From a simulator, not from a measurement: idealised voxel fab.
Process module under the name voxel capacitor over wiring
The figure presents cross-section cut, which has a width of 230 nm and is divided into square cells with an edge length of 5 nm.
A cross-section is a grid of square cells, given in bands from the top down. A band is one or more rows of cells.
Per band: top height and bottom height in nm, followed by the left-to-right materials and their widths in nm; "edge to edge" marks a single material spanning edge to edge, "blank" marks empty space.
Counting heights begins at 0, where everything beneath is, in the wafer as received, one material. The lowest band has no bottom; it goes on downwards, as "0 and below" shows.
Graded width ("30..40"): value in top row of band = first number; value in bottom row = second number; row-to-row change constant.
The cross-section has no changed cell in any step marked "no alteration".
"Closed cavities" specifies each empty space that is not open to the top and that occupies no fewer than 8 cells, using the form width x height at distance, the distance measured from the left edge and all three quantities in nm.
On each step's line, the part that comes after the settings is the simulator's own comment on the step.
overlay nm: where the mask lay relative to plan, measured to the right, on steps with a mask; negatives go left.

PROCESS STEPS (PLANNED)
1: RECEIVE with material Si
2: CONFORMAL_DEP with material SiO2, thk nm 15
3: DIRECTIONAL_DEP with material TiN, thk nm 5
4: DIRECTIONAL_DEP with material Ru, thk nm 15
5: MASKED_ETCH with tone cover, mask id METAL_1, width nm 25, pitch nm 80, etch materials Ru, depth nm 15, overlay nm 0
6: MASKED_ETCH with tone cover, mask id METAL_1, width nm 25, pitch nm 80, etch materials TiN, depth nm 5, overlay nm 0
7: FILL_DEP with material SiO2, thk nm 5
8: CMP with height nm 35
9: CONFORMAL_DEP with material SiCN, thk nm 5
10: DIRECTIONAL_DEP with material SiO2, thk nm 20
11: PATTERN with tone open, mask id PLUG_1, material resist, width nm 15, thk nm 20, overlay nm 0
12: DIRECTIONAL_ETCH with etch materials SiO2, depth nm 20
13: DIRECTIONAL_ETCH with etch materials SiCN, depth nm 5
14: STRIP with etch materials resist
15: CONFORMAL_DEP with material TiN, thk nm 5
16: FILL_DEP with material Cu, thk nm 5
17: CMP with height nm 60
18: DIRECTIONAL_DEP with material TiN, thk nm 5
19: DIRECTIONAL_DEP with material SiN, thk nm 5
20: DIRECTIONAL_DEP with material TiN, thk nm 10
21: PATTERN with tone cover, mask id UPPER_PLATE, material resist, width nm 60, thk nm 20, overlay nm 0
22: DIRECTIONAL_ETCH with etch materials TiN, depth nm 10
23: DIRECTIONAL_ETCH with etch materials SiN, depth nm 5
24: STRIP with etch materials resist
25: DIRECTIONAL_DEP with material aC, thk nm 15
26: PATTERN with tone cover, mask id LOWER_PLATE, material resist, width nm 70, thk nm 30, overlay nm 0
27: DIRECTIONAL_ETCH with etch materials aC, depth nm 15
28: STRIP with etch materials resist
29: DIRECTIONAL_ETCH with etch materials TiN, depth nm 5
30: STRIP with etch materials aC
31: FILL_DEP with material SiO2, thk nm 15
32: CMP with height nm 90
33: DIRECTIONAL_DEP with material aC, thk nm 10
34: PATTERN with tone open, mask id PLUG_2, material resist, width nm 15, thk nm 30, overlay nm 0
35: DIRECTIONAL_ETCH with etch materials aC, depth nm 10
36: STRIP with etch materials resist
37: DIRECTIONAL_ETCH with etch materials SiO2, depth nm 10
38: STRIP with etch materials aC
39: CONFORMAL_DEP with material TiN, thk nm 5
40: FILL_DEP with material Ru, thk nm 5
41: CMP with height nm 90
42: CONFORMAL_DEP with material SiCN, thk nm 5

CROSS-SECTION OF THE WAFER UPON ARRIVAL, REPRESENTING THE STATE REACHED AFTER STEP 1
    0 and below: Si edge to edge
    Closed cavities: none

END-OF-MODULE CROSS-SECTION. STARTING STRUCTURE AND PROCESS PLAN AS ABOVE; ONE MISTAKE MADE IN RUNNING IT
    95 down to 90: SiCN edge to edge
    90 down to 85: 80 nm SiO2 | 5 nm TiN | 5 nm Ru | 5 nm TiN | 135 nm SiO2
    85 down to 80: 80 nm SiO2 | 15 nm TiN | 135 nm SiO2
    80 down to 70: 70 nm SiO2 | 60 nm TiN | 100 nm SiO2
    70 down to 65: 70 nm SiO2 | 60 nm SiN | 100 nm SiO2
    65 down to 60: 70 nm SiO2 | 70 nm TiN | 90 nm SiO2
    60 down to 40: 70 nm SiO2 | 5 nm TiN | 5 nm Cu | 5 nm TiN | 145 nm SiO2
    40 down to 35: 70 nm SiCN | 15 nm TiN | 145 nm SiCN
    35 down to 20: 60 nm SiO2 | 25 nm Ru | 55 nm SiO2 | 25 nm Ru | 65 nm SiO2
    20 down to 15: 60 nm SiO2 | 25 nm TiN | 55 nm SiO2 | 25 nm TiN | 65 nm SiO2
    15 down to 0: SiO2 edge to edge
    0 and below: Si edge to edge
    Closed cavities: none
What was the processing mistake? rather than as planned, step 26 actually ran as PATTERN with tone cover, mask id LOWER_PLATE, material resist, width nm 70, thk nm 30, overlay nm 5
